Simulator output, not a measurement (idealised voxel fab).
Proc. module: voxel wiring stack
We display cut, a cross-section 235 nm in width whose square cells are each 5 nm.
The cross-sections in this document take the form of a grid made of square cells. They are written out as bands, in order from top to bottom. Each band consists of one or more rows of cells.
For a band, the entry starts with two heights in nm, that of the top and then that of the bottom, and carries on with the band's materials in order from left to right, each alongside its width in nm; the word "all across" beside a single material means it fills the band edge to edge, and "empty" means empty space.
Ref level 0: as-received wafer is one material below here. Bottom band extends down with no lower bound ("0 and below").
Think of "30->40" as a width that walks from the first number to the second as you go down the band, top row to bottom row, taking equal-sized steps from row to row.
Reading "remains unaltered" for a step: not a cell of the cross-section changed in it.
Empty spaces counting at least 8 cells and having no open way to the top are listed in "Trapped voids". The notation width x height at distance is used for each, the distance being from the left edge and all three values in nm.
On each step's line, the part that comes after the settings is the simulator's own comment on the step.
overlay nm: right-of-plan distance of the mask on a masked step; negative values mean left-of-plan.

# Here's what the planned process steps look like
- 1: RECEIVE with material Si
- 2: CONFORMAL_DEP with material SiO2, thk nm 15
- 3: DIRECTIONAL_DEP with material TiN, thk nm 5
- 4: DIRECTIONAL_DEP with material W, thk nm 25
- 5: DIRECTIONAL_DEP with material aC, thk nm 15
- 6: PATTERN with tone cover, mask id METAL_1, material resist, width nm 25, pitch nm 45, thk nm 35, overlay nm 0
- 7: DIRECTIONAL_ETCH with etch materials aC, depth nm 15
- 8: STRIP with etch materials resist
- 9: DIRECTIONAL_ETCH with etch materials W, depth nm 25
- 10: DIRECTIONAL_ETCH with etch materials TiN, depth nm 5
- 11: STRIP with etch materials aC
- 12: CONFORMAL_DEP with material SiCN, thk nm 5
- 13: FILL_DEP with material lowk, thk nm 10
- 14: CMP with height nm 45
- 15: CONFORMAL_DEP with material SiCN, thk nm 5
- 16: DIRECTIONAL_DEP with material SiO2, thk nm 30
- 17: DIRECTIONAL_DEP with material aC, thk nm 15
- 18: PATTERN with tone open, mask id METAL_2, material resist, width nm 25, pitch nm 45, thk nm 35, overlay nm 0
- 19: DIRECTIONAL_ETCH with etch materials aC, depth nm 15
- 20: STRIP with etch materials resist
- 21: DIRECTIONAL_ETCH with etch materials SiO2, depth nm 15
- 22: STRIP with etch materials aC
- 23: MASKED_ETCH with tone open, mask id METAL_2_HOLES, width nm 15, pitch nm 45, etch materials SiO2, depth nm 15, overlay nm 0
- 24: MASKED_ETCH with tone open, mask id METAL_2_HOLES, width nm 15, pitch nm 45, etch materials SiCN, depth nm 5, overlay nm 0
- 25: CONFORMAL_DEP with material TiN, thk nm 5
- 26: FILL_DEP with material Cu, thk nm 10
- 27: CMP with height nm 80
- 28: CONFORMAL_DEP with material SiCN, thk nm 5
- 29: DIRECTIONAL_DEP with material SiO2, thk nm 25
- 30: PATTERN with tone open, mask id METAL_3, material resist, width nm 25, pitch nm 45, thk nm 15, overlay nm 0
- 31: DIRECTIONAL_ETCH with etch materials SiO2, depth nm 15
- 32: STRIP with etch materials resist
- 33: MASKED_ETCH with tone open, mask id METAL_3_HOLES, width nm 15, pitch nm 90, etch materials SiO2, depth nm 10, overlay nm 0
- 34: MASKED_ETCH with tone open, mask id METAL_3_HOLES, width nm 15, pitch nm 90, etch materials SiCN, depth nm 5, overlay nm 0
- 35: CONFORMAL_DEP with material TiN, thk nm 5
- 36: FILL_DEP with material Cu, thk nm 10
- 37: CMP with height nm 110
- 38: CONFORMAL_DEP with material SiCN, thk nm 5

# Wafer, first of two, run as planned

# Wafer at receipt (post step 1), cross-section
    0 and below = Si all across
    Trapped voids: none

# So this is the wafer cross-section right after step 2
    15 down to 0 = SiO2 all across
    No changes below 0.

# So this is the wafer cross-section right after step 3
    20 down to 15 = TiN all across
    No changes below 15.

# So this is the wafer cross-section right after step 4
    45 down to 20 = W all across
    No changes below 20.

# So this is the wafer cross-section right after step 5
    60 down to 45 = aC all across
    No changes below 45.

# So this is the wafer cross-section right after step 6
    95 down to 60 = empty 60, resist 25, empty 20, resist 25, empty 20, resist 25, empty 60
    No changes below 60.

# So this is the wafer cross-section right after step 7
    80 down to 60 = empty 60, resist 25, empty 20, resist 25, empty 20, resist 25, empty 60
    60 down to 45 = empty 60, aC 25, empty 20, aC 25, empty 20, aC 25, empty 60
    No changes below 45.

# So this is the wafer cross-section right after step 8
    60 down to 45 = empty 60, aC 25, empty 20, aC 25, empty 20, aC 25, empty 60
    No changes below 45.

# So this is the wafer cross-section right after step 9
    60 down to 45 = empty 60, aC 25, empty 20, aC 25, empty 20, aC 25, empty 60
    45 down to 20 = empty 60, W 25, empty 20, W 25, empty 20, W 25, empty 60
    No changes below 20.

# So this is the wafer cross-section right after step 10
    60 down to 45 = empty 60, aC 25, empty 20, aC 25, empty 20, aC 25, empty 60
    45 down to 20 = empty 60, W 25, empty 20, W 25, empty 20, W 25, empty 60
    20 down to 15 = empty 60, TiN 25, empty 20, TiN 25, empty 20, TiN 25, empty 60
    No changes below 15.

# So this is the wafer cross-section right after step 11
    45 down to 20 = empty 60, W 25, empty 20, W 25, empty 20, W 25, empty 60
    No changes below 20.

# So this is the wafer cross-section right after step 12
    50 down to 45 = empty 55, SiCN 35, empty 10, SiCN 35, empty 10, SiCN 35, empty 55
    45 down to 20 = empty 55, SiCN 5, W 25, SiCN 5, empty 10, SiCN 5, W 25, SiCN 5, empty 10, SiCN 5, W 25, SiCN 5, empty 55
    20 down to 15 = SiCN 60, TiN 25, SiCN 20, TiN 25, SiCN 20, TiN 25, SiCN 60
    No changes below 15.

# So this is the wafer cross-section right after step 13
    60 down to 50 = lowk all across
    50 down to 45 = lowk 55, SiCN 35, lowk 10, SiCN 35, lowk 10, SiCN 35, lowk 55
    45 down to 20 = lowk 55, SiCN 5, W 25, SiCN 5, lowk 10, SiCN 5, W 25, SiCN 5, lowk 10, SiCN 5, W 25, SiCN 5, lowk 55
    No changes below 20.

# So this is the wafer cross-section right after step 14
    45 down to 20 = lowk 55, SiCN 5, W 25, SiCN 5, lowk 10, SiCN 5, W 25, SiCN 5, lowk 10, SiCN 5, W 25, SiCN 5, lowk 55
    No changes below 20.

# So this is the wafer cross-section right after step 15
    50 down to 45 = SiCN all across
    No changes below 45.

# So this is the wafer cross-section right after step 16
    80 down to 50 = SiO2 all across
    No changes below 50.

# So this is the wafer cross-section right after step 17
    95 down to 80 = aC all across
    No changes below 80.

# So this is the wafer cross-section right after step 18
    130 down to 95 = resist 60, empty 25, resist 20, empty 25, resist 20, empty 25, resist 60
    No changes below 95.

# So this is the wafer cross-section right after step 19
    115 down to 95 = resist 60, empty 25, resist 20, empty 25, resist 20, empty 25, resist 60
    95 down to 80 = aC 60, empty 25, aC 20, empty 25, aC 20, empty 25, aC 60
    No changes below 80.

# So this is the wafer cross-section right after step 20
    95 down to 80 = aC 60, empty 25, aC 20, empty 25, aC 20, empty 25, aC 60
    No changes below 80.

# So this is the wafer cross-section right after step 21
    95 down to 80 = aC 60, empty 25, aC 20, empty 25, aC 20, empty 25, aC 60
    80 down to 65 = SiO2 60, empty 25, SiO2 20, empty 25, SiO2 20, empty 25, SiO2 60
    No changes below 65.

# So this is the wafer cross-section right after step 22
    80 down to 65 = SiO2 60, empty 25, SiO2 20, empty 25, SiO2 20, empty 25, SiO2 60
    No changes below 65.

# So this is the wafer cross-section right after step 23
    80 down to 65 = SiO2 60, empty 25, SiO2 20, empty 25, SiO2 20, empty 25, SiO2 60
    65 down to 50 = SiO2 60, empty 15, SiO2 30, empty 15, SiO2 30, empty 15, SiO2 70
    No changes below 50.

# So this is the wafer cross-section right after step 24
    80 down to 65 = SiO2 60, empty 25, SiO2 20, empty 25, SiO2 20, empty 25, SiO2 60
    65 down to 50 = SiO2 60, empty 15, SiO2 30, empty 15, SiO2 30, empty 15, SiO2 70
    50 down to 45 = SiCN 60, empty 15, SiCN 30, empty 15, SiCN 30, empty 15, SiCN 70
    No changes below 45.

# So this is the wafer cross-section right after step 25
    85 down to 80 = TiN 65, empty 15, TiN 30, empty 15, TiN 30, empty 15, TiN 65
    80 down to 70 = SiO2 60, TiN 5, empty 15, TiN 5, SiO2 20, TiN 5, empty 15, TiN 5, SiO2 20, TiN 5, empty 15, TiN 5, SiO2 60
    70 down to 65 = SiO2 60, TiN 5, empty 5, TiN 15, SiO2 20, TiN 5, empty 5, TiN 15, SiO2 20, TiN 5, empty 5, TiN 15, SiO2 60
    65 down to 50 = SiO2 60, TiN 5, empty 5, TiN 5, SiO2 30, TiN 5, empty 5, TiN 5, SiO2 30, TiN 5, empty 5, TiN 5, SiO2 70
    50 down to 45 = SiCN 60, TiN 15, SiCN 30, TiN 15, SiCN 30, TiN 15, SiCN 70
    No changes below 45.

# So this is the wafer cross-section right after step 26
    95 down to 85 = Cu all across
    85 down to 80 = TiN 65, Cu 15, TiN 30, Cu 15, TiN 30, Cu 15, TiN 65
    80 down to 70 = SiO2 60, TiN 5, Cu 15, TiN 5, SiO2 20, TiN 5, Cu 15, TiN 5, SiO2 20, TiN 5, Cu 15, TiN 5, SiO2 60
    70 down to 65 = SiO2 60, TiN 5, Cu 5, TiN 15, SiO2 20, TiN 5, Cu 5, TiN 15, SiO2 20, TiN 5, Cu 5, TiN 15, SiO2 60
    65 down to 50 = SiO2 60, TiN 5, Cu 5, TiN 5, SiO2 30, TiN 5, Cu 5, TiN 5, SiO2 30, TiN 5, Cu 5, TiN 5, SiO2 70
    No changes below 50.

# So this is the wafer cross-section right after step 27
    80 down to 70 = SiO2 60, TiN 5, Cu 15, TiN 5, SiO2 20, TiN 5, Cu 15, TiN 5, SiO2 20, TiN 5, Cu 15, TiN 5, SiO2 60
    No changes below 70.

# So this is the wafer cross-section right after step 28
    85 down to 80 = SiCN all across
    No changes below 80.

# So this is the wafer cross-section right after step 29
    110 down to 85 = SiO2 all across
    No changes below 85.

# So this is the wafer cross-section right after step 30
    125 down to 110 = resist 60, empty 25, resist 20, empty 25, resist 20, empty 25, resist 60
    No changes below 110.

# So this is the wafer cross-section right after step 31
    125 down to 110 = resist 60, empty 25, resist 20, empty 25, resist 20, empty 25, resist 60
    110 down to 95 = SiO2 60, empty 25, SiO2 20, empty 25, SiO2 20, empty 25, SiO2 60
    No changes below 95.

# So this is the wafer cross-section right after step 32
    110 down to 95 = SiO2 60, empty 25, SiO2 20, empty 25, SiO2 20, empty 25, SiO2 60
    No changes below 95.

# So this is the wafer cross-section right after step 33
    110 down to 95 = SiO2 60, empty 25, SiO2 20, empty 25, SiO2 20, empty 25, SiO2 60
    95 down to 85 = SiO2 60, empty 15, SiO2 75, empty 15, SiO2 70
    No changes below 85.

# So this is the wafer cross-section right after step 34
    110 down to 95 = SiO2 60, empty 25, SiO2 20, empty 25, SiO2 20, empty 25, SiO2 60
    95 down to 85 = SiO2 60, empty 15, SiO2 75, empty 15, SiO2 70
    85 down to 80 = SiCN 60, empty 15, SiCN 75, empty 15, SiCN 70
    No changes below 80.

# So this is the wafer cross-section right after step 35
    115 down to 110 = TiN 65, empty 15, TiN 30, empty 15, TiN 30, empty 15, TiN 65
    110 down to 100 = SiO2 60, TiN 5, empty 15, TiN 5, SiO2 20, TiN 5, empty 15, TiN 5, SiO2 20, TiN 5, empty 15, TiN 5, SiO2 60
    100 down to 95 = SiO2 60, TiN 5, empty 5, TiN 15, SiO2 20, TiN 25, SiO2 20, TiN 5, empty 5, TiN 15, SiO2 60
    95 down to 85 = SiO2 60, TiN 5, empty 5, TiN 5, SiO2 75, TiN 5, empty 5, TiN 5, SiO2 70
    85 down to 80 = SiCN 60, TiN 15, SiCN 75, TiN 15, SiCN 70
    No changes below 80.

# So this is the wafer cross-section right after step 36
    125 down to 115 = Cu all across
    115 down to 110 = TiN 65, Cu 15, TiN 30, Cu 15, TiN 30, Cu 15, TiN 65
    110 down to 100 = SiO2 60, TiN 5, Cu 15, TiN 5, SiO2 20, TiN 5, Cu 15, TiN 5, SiO2 20, TiN 5, Cu 15, TiN 5, SiO2 60
    100 down to 95 = SiO2 60, TiN 5, Cu 5, TiN 15, SiO2 20, TiN 25, SiO2 20, TiN 5, Cu 5, TiN 15, SiO2 60
    95 down to 85 = SiO2 60, TiN 5, Cu 5, TiN 5, SiO2 75, TiN 5, Cu 5, TiN 5, SiO2 70
    No changes below 85.

# So this is the wafer cross-section right after step 37
    110 down to 100 = SiO2 60, TiN 5, Cu 15, TiN 5, SiO2 20, TiN 5, Cu 15, TiN 5, SiO2 20, TiN 5, Cu 15, TiN 5, SiO2 60
    No changes below 100.

# So this is the wafer cross-section right after step 38
    115 down to 110 = SiCN all across
    No changes below 110.

# second wafer: like start, like plan, one mistake. Through step 36 it matches the first wafer

The second wafer in cross-section, at the planned close of step 37: remains unaltered

# The second wafer in cross-section, at the planned close of step 38
    130 down to 125 = SiCN all across
    No changes below 125.
Run error: step 37 of the plan got skipped, so it never ran
Cell-count delta at end, second wafer over first, by material: Cu: 103 more; TiN: 38 more
